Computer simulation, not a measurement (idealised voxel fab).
process module | voxel self aligned contacts
cross-section cut | 235 nm wide | cells 5 nm
A cross-section is a grid of square cells, given in bands from the top down. A band is one or more rows of cells.
Each band's line starts with the height of the band's top and of its bottom, in nm. Then come its materials from left to right, each with its width in nm. One material with "throughout" fills the band from edge to edge. "air" is empty space.
Height 0 is the level under which the wafer as received is all one material. The lowest band goes on downwards, as in "0 down".
A width such as "30 to 40" changes by the same amount from each row of cells to the next, from the band's top row to its bottom row.
"no change" after a step means that no cell of the cross-section changed.
closed voids: empty space of 8 cells or more with no open way to the top, each as width x height at its distance from the left edge, in nm
after a step's settings: what the simulator itself notes on the step
overlay nm, on a step with a mask: how far to the right of its planned place the mask lay; to the left if negative
plan
1 op RECEIVE | material Si
2 op CONFORMAL_DEP | material SiO2 | thk nm 5
3 op DIRECTIONAL_DEP | material polySi | thk nm 30
4 op DIRECTIONAL_DEP | material SiN | thk nm 20
5 op DIRECTIONAL_DEP | material aC | thk nm 15
6 op PATTERN | tone cover | mask id GATE | material resist | width nm 25 | pitch nm 60 | thk nm 30 | overlay nm 0
7 op DIRECTIONAL_ETCH | etch materials aC | depth nm 15
8 op STRIP | etch materials resist
9 op DIRECTIONAL_ETCH | etch materials SiN | depth nm 20
10 op DIRECTIONAL_ETCH | etch materials polySi | depth nm 30
11 op STRIP | etch materials aC
12 op CONFORMAL_DEP | material SiN | thk nm 10
13 op DIRECTIONAL_ETCH | etch materials SiN | depth nm 10
14 op FILL_DEP | material SiO2 | thk nm 15
15 op CMP | height nm 65
16 op MASKED_ETCH | tone open | mask id CONTACT | width nm 45 | pitch nm 60 | etch materials SiO2 | depth nm 65 | overlay nm 0
17 op CONFORMAL_DEP | material TiN | thk nm 5
18 op FILL_DEP | material W | thk nm 5
19 op CMP | height nm 65
20 op CONFORMAL_DEP | material SiN | thk nm 5
as received, after step 1
  0 down: Si throughout
  closed voids: none
a wafer at the end: this start, this plan, one mistake
  70 to 65: SiN throughout
  65 to 40: SiO2 35 | SiN 10 | polySi 25 | SiN 10 | TiN 5 | W 5 | TiN 5 | SiN 10 | polySi 25 | SiN 10 | TiN 5 | W 5 | TiN 5 | SiN 10 | polySi 25 | SiN 10 | SiO2 35
  40 to 35: SiO2 35 | SiN 10 | polySi 25 | SiN 10 | TiN 15 | SiN 10 | polySi 25 | SiN 10 | TiN 15 | SiN 10 | polySi 25 | SiN 10 | SiO2 35
  35 to 5: polySi throughout
  5 to 0: SiO2 throughout
  0 down: Si throughout
  closed voids: none
what went wrong: step 3 was run twice
